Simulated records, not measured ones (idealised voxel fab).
Process module heading - voxel gate over fins
Cross-section cut: width 155 nm, square cells of 5 nm.
Cross-section spec: square-cell grid; bands listed top down; each band is one or more rows. A band entry consists of two parts. The first gives the height of the band's top and the height of its bottom, in nm. The rest lists the band's materials from left to right, each with its width in nm. A single material labelled with the word "everywhere" fills the band from edge to edge, and the word "empty" marks empty space. Measure heights from 0. That's the level where, below it, the as-received wafer is all one material. The lowest band is bottomless and extends downward; write it as in "top 0, no bottom". The width entry "30->40" should be interpreted row by row: the top row of cells in the band takes the first number, the bottom row takes the second number, and the change between adjacent rows is uniform throughout. Where the words "no change occurred" appear for a step, the cross-section shows no cell changed by that step; every cell remained as before. "Voids, sealed" - sealed voids, min. 8 cells, no opening to top; format: width x height at distance (distance from left edge; nm throughout). Note: text after step settings on the step line = simulator remark on that step. Each step line may optionally specify "overlay nm", which for a step with a mask gives the rightward distance between the mask's planned place and where it lay, a negative value indicating the leftward direction.
THIS SECTION LISTS THE PROCESS STEPS THAT WERE PLANNED
- 1: RECEIVE | material Si
- 2: CONFORMAL_DEP | material SiN | thk nm 10
- 3: MASKED_ETCH | tone cover | mask id FINS | width nm 15 | pitch nm 40 | etch materials SiN | depth nm 10 | overlay nm 0
- 4: MASKED_ETCH | tone cover | mask id FINS | width nm 15 | pitch nm 40 | etch materials Si | depth nm 40 | overlay nm 0
- 5: OXIDIZE | depth nm 5
- 6: FILL_DEP | material SiO2 | thk nm 10
- 7: CMP | height nm 10
- 8: SELECTIVE_ETCH | etch materials SiO2 | depth nm 25
- 9: STRIP | etch materials SiN
- 10: CONFORMAL_DEP | material HfO2 | thk nm 5
- 11: CONFORMAL_DEP | material TiN | thk nm 5
- 12: CONFORMAL_DEP | material TiAl | thk nm 5
- 13: CONFORMAL_DEP | material TiN | thk nm 5
- 14: FILL_DEP | material W | thk nm 10
- 15: CMP | height nm 25
- 16: CONFORMAL_DEP | material SiCN | thk nm 5
FIRST OF TWO WAFERS, PROCESSED ACCORDING TO PLAN
STEP 1 COMPLETE: CROSS-SECTION OF THE WAFER AS RECEIVED
> top 0, no bottom | Si everywhere
> Voids, sealed: none
THE FOLLOWING CROSS-SECTION DEPICTS THE WAFER UPON COMPLETION OF STEP 2
> top 10, bottom 0 | SiN everywhere
> Lower than 0, everything is as it was.
THE FOLLOWING CROSS-SECTION DEPICTS THE WAFER UPON COMPLETION OF STEP 3
> top 10, bottom 0 | empty=50 | SiN=15 | empty=25 | SiN=15 | empty=50
> Lower than 0, everything is as it was.
THE FOLLOWING CROSS-SECTION DEPICTS THE WAFER UPON COMPLETION OF STEP 4
> top 10, bottom 0 | empty=50 | SiN=15 | empty=25 | SiN=15 | empty=50
> top 0, bottom -40 | empty=50 | Si=15 | empty=25 | Si=15 | empty=50
> Lower than -40, everything is as it was.
THE FOLLOWING CROSS-SECTION DEPICTS THE WAFER UPON COMPLETION OF STEP 5
> top 10, bottom 0 | empty=50 | SiN=15 | empty=25 | SiN=15 | empty=50
> top 0, bottom -40 | empty=50 | SiO2=5 | Si=5 | SiO2=5 | empty=25 | SiO2=5 | Si=5 | SiO2=5 | empty=50
> top -40, bottom -45 | SiO2=55 | Si=5 | SiO2=35 | Si=5 | SiO2=55
> Lower than -45, everything is as it was.
THE FOLLOWING CROSS-SECTION DEPICTS THE WAFER UPON COMPLETION OF STEP 6
> top 20, bottom 10 | SiO2 everywhere
> top 10, bottom 0 | SiO2=50 | SiN=15 | SiO2=25 | SiN=15 | SiO2=50
> top 0, bottom -45 | SiO2=55 | Si=5 | SiO2=35 | Si=5 | SiO2=55
> Lower than -45, everything is as it was.
THE FOLLOWING CROSS-SECTION DEPICTS THE WAFER UPON COMPLETION OF STEP 7
> top 10, bottom 0 | SiO2=50 | SiN=15 | SiO2=25 | SiN=15 | SiO2=50
> Lower than 0, everything is as it was.
THE FOLLOWING CROSS-SECTION DEPICTS THE WAFER UPON COMPLETION OF STEP 8
> top 10, bottom 0 | empty=50 | SiN=15 | empty=25 | SiN=15 | empty=50
> top 0, bottom -15 | empty=55 | Si=5 | empty=35 | Si=5 | empty=55
> Lower than -15, everything is as it was.
THE FOLLOWING CROSS-SECTION DEPICTS THE WAFER UPON COMPLETION OF STEP 9
> top 0, bottom -15 | empty=55 | Si=5 | empty=35 | Si=5 | empty=55
> Lower than -15, everything is as it was.
THE FOLLOWING CROSS-SECTION DEPICTS THE WAFER UPON COMPLETION OF STEP 10
> top 5, bottom 0 | empty=50 | HfO2=15 | empty=25 | HfO2=15 | empty=50
> top 0, bottom -10 | empty=50 | HfO2=5 | Si=5 | HfO2=5 | empty=25 | HfO2=5 | Si=5 | HfO2=5 | empty=50
> top -10, bottom -15 | HfO2=55 | Si=5 | HfO2=35 | Si=5 | HfO2=55
> Lower than -15, everything is as it was.
THE FOLLOWING CROSS-SECTION DEPICTS THE WAFER UPON COMPLETION OF STEP 11
> top 10, bottom 5 | empty=45 | TiN=25 | empty=15 | TiN=25 | empty=45
> top 5, bottom 0 | empty=45 | TiN=5 | HfO2=15 | TiN=5 | empty=15 | TiN=5 | HfO2=15 | TiN=5 | empty=45
> top 0, bottom -5 | empty=45 | TiN=5 | HfO2=5 | Si=5 | HfO2=5 | TiN=5 | empty=15 | TiN=5 | HfO2=5 | Si=5 | HfO2=5 | TiN=5 | empty=45
> top -5, bottom -10 | TiN=50 | HfO2=5 | Si=5 | HfO2=5 | TiN=25 | HfO2=5 | Si=5 | HfO2=5 | TiN=50
> Lower than -10, everything is as it was.
THE FOLLOWING CROSS-SECTION DEPICTS THE WAFER UPON COMPLETION OF STEP 12
> top 15, bottom 10 | empty=40 | TiAl=35 | empty=5 | TiAl=35 | empty=40
> top 10, bottom 5 | empty=40 | TiAl=5 | TiN=25 | TiAl=5 | empty=5 | TiAl=5 | TiN=25 | TiAl=5 | empty=40
> top 5, bottom 0 | empty=40 | TiAl=5 | TiN=5 | HfO2=15 | TiN=5 | TiAl=5 | empty=5 | TiAl=5 | TiN=5 | HfO2=15 | TiN=5 | TiAl=5 | empty=40
> top 0, bottom -5 | TiAl=45 | TiN=5 | HfO2=5 | Si=5 | HfO2=5 | TiN=5 | TiAl=15 | TiN=5 | HfO2=5 | Si=5 | HfO2=5 | TiN=5 | TiAl=45
> Lower than -5, everything is as it was.
THE FOLLOWING CROSS-SECTION DEPICTS THE WAFER UPON COMPLETION OF STEP 13
> top 20, bottom 15 | empty=35 | TiN=85 | empty=35
> top 15, bottom 10 | empty=35 | TiN=5 | TiAl=35 | TiN=5 | TiAl=35 | TiN=5 | empty=35
> top 10, bottom 5 | empty=35 | TiN=5 | TiAl=5 | TiN=25 | TiAl=5 | TiN=5 | TiAl=5 | TiN=25 | TiAl=5 | TiN=5 | empty=35
> top 5, bottom 0 | TiN=40 | TiAl=5 | TiN=5 | HfO2=15 | TiN=5 | TiAl=5 | TiN=5 | TiAl=5 | TiN=5 | HfO2=15 | TiN=5 | TiAl=5 | TiN=40
> Lower than 0, everything is as it was.
THE FOLLOWING CROSS-SECTION DEPICTS THE WAFER UPON COMPLETION OF STEP 14
> top 30, bottom 20 | W everywhere
> top 20, bottom 15 | W=35 | TiN=85 | W=35
> top 15, bottom 10 | W=35 | TiN=5 | TiAl=35 | TiN=5 | TiAl=35 | TiN=5 | W=35
> top 10, bottom 5 | W=35 | TiN=5 | TiAl=5 | TiN=25 | TiAl=5 | TiN=5 | TiAl=5 | TiN=25 | TiAl=5 | TiN=5 | W=35
> Lower than 5, everything is as it was.
THE FOLLOWING CROSS-SECTION DEPICTS THE WAFER UPON COMPLETION OF STEP 15
> top 25, bottom 20 | W everywhere
> Lower than 20, everything is as it was.
THE FOLLOWING CROSS-SECTION DEPICTS THE WAFER UPON COMPLETION OF STEP 16
> top 30, bottom 25 | SiCN everywhere
> Lower than 25, everything is as it was.
THE REMAINING WAFER, SECOND OF THE TWO, STARTED LIKE THE FIRST AND WAS RUN TO THE SAME PLAN, EXCEPT THAT ONE MISTAKE WAS MADE ALONG THE WAY; THE TWO COINCIDE THROUGH STEP 9, INCLUSIVE
SECOND WAFER AT THE PLANNED FINISH OF STEP 10, SEEN IN CROSS-SECTION
> top 5, bottom 0 | empty=50 | TiN=15 | empty=25 | TiN=15 | empty=50
> top 0, bottom -10 | empty=50 | TiN=5 | Si=5 | TiN=5 | empty=25 | TiN=5 | Si=5 | TiN=5 | empty=50
> top -10, bottom -15 | TiN=55 | Si=5 | TiN=35 | Si=5 | TiN=55
> Lower than -15, everything is as it was.
SECOND WAFER AT THE PLANNED FINISH OF STEP 11, SEEN IN CROSS-SECTION
> top 10, bottom 5 | empty=45 | HfO2=25 | empty=15 | HfO2=25 | empty=45
> top 5, bottom 0 | empty=45 | HfO2=5 | TiN=15 | HfO2=5 | empty=15 | HfO2=5 | TiN=15 | HfO2=5 | empty=45
> top 0, bottom -5 | empty=45 | HfO2=5 | TiN=5 | Si=5 | TiN=5 | HfO2=5 | empty=15 | HfO2=5 | TiN=5 | Si=5 | TiN=5 | HfO2=5 | empty=45
> top -5, bottom -10 | HfO2=50 | TiN=5 | Si=5 | TiN=5 | HfO2=25 | TiN=5 | Si=5 | TiN=5 | HfO2=50
> Lower than -10, everything is as it was.
SECOND WAFER AT THE PLANNED FINISH OF STEP 12, SEEN IN CROSS-SECTION
> top 15, bottom 10 | empty=40 | TiAl=35 | empty=5 | TiAl=35 | empty=40
> top 10, bottom 5 | empty=40 | TiAl=5 | HfO2=25 | TiAl=5 | empty=5 | TiAl=5 | HfO2=25 | TiAl=5 | empty=40
> top 5, bottom 0 | empty=40 | TiAl=5 | HfO2=5 | TiN=15 | HfO2=5 | TiAl=5 | empty=5 | TiAl=5 | HfO2=5 | TiN=15 | HfO2=5 | TiAl=5 | empty=40
> top 0, bottom -5 | TiAl=45 | HfO2=5 | TiN=5 | Si=5 | TiN=5 | HfO2=5 | TiAl=15 | HfO2=5 | TiN=5 | Si=5 | TiN=5 | HfO2=5 | TiAl=45
> Lower than -5, everything is as it was.
SECOND WAFER AT THE PLANNED FINISH OF STEP 13, SEEN IN CROSS-SECTION
> top 20, bottom 15 | empty=35 | TiN=85 | empty=35
> top 15, bottom 10 | empty=35 | TiN=5 | TiAl=35 | TiN=5 | TiAl=35 | TiN=5 | empty=35
> top 10, bottom 5 | empty=35 | TiN=5 | TiAl=5 | HfO2=25 | TiAl=5 | TiN=5 | TiAl=5 | HfO2=25 | TiAl=5 | TiN=5 | empty=35
> top 5, bottom 0 | TiN=40 | TiAl=5 | HfO2=5 | TiN=15 | HfO2=5 | TiAl=5 | TiN=5 | TiAl=5 | HfO2=5 | TiN=15 | HfO2=5 | TiAl=5 | TiN=40
> Lower than 0, everything is as it was.
SECOND WAFER AT THE PLANNED FINISH OF STEP 14, SEEN IN CROSS-SECTION
> top 30, bottom 20 | W everywhere
> top 20, bottom 15 | W=35 | TiN=85 | W=35
> top 15, bottom 10 | W=35 | TiN=5 | TiAl=35 | TiN=5 | TiAl=35 | TiN=5 | W=35
> top 10, bottom 5 | W=35 | TiN=5 | TiAl=5 | HfO2=25 | TiAl=5 | TiN=5 | TiAl=5 | HfO2=25 | TiAl=5 | TiN=5 | W=35
> Lower than 5, everything is as it was.
SECOND WAFER AT THE PLANNED FINISH OF STEP 15, SEEN IN CROSS-SECTION
> top 25, bottom 20 | W everywhere
> Lower than 20, everything is as it was.
SECOND WAFER AT THE PLANNED FINISH OF STEP 16, SEEN IN CROSS-SECTION
> top 30, bottom 25 | SiCN everywhere
> Lower than 25, everything is as it was.
So what did we get wrong on this run? steps 10 and 11 traded places in the executed sequence
Same inventory, different map: at the end, the second wafer holds as many cells of each material as the first, placed elsewhere.
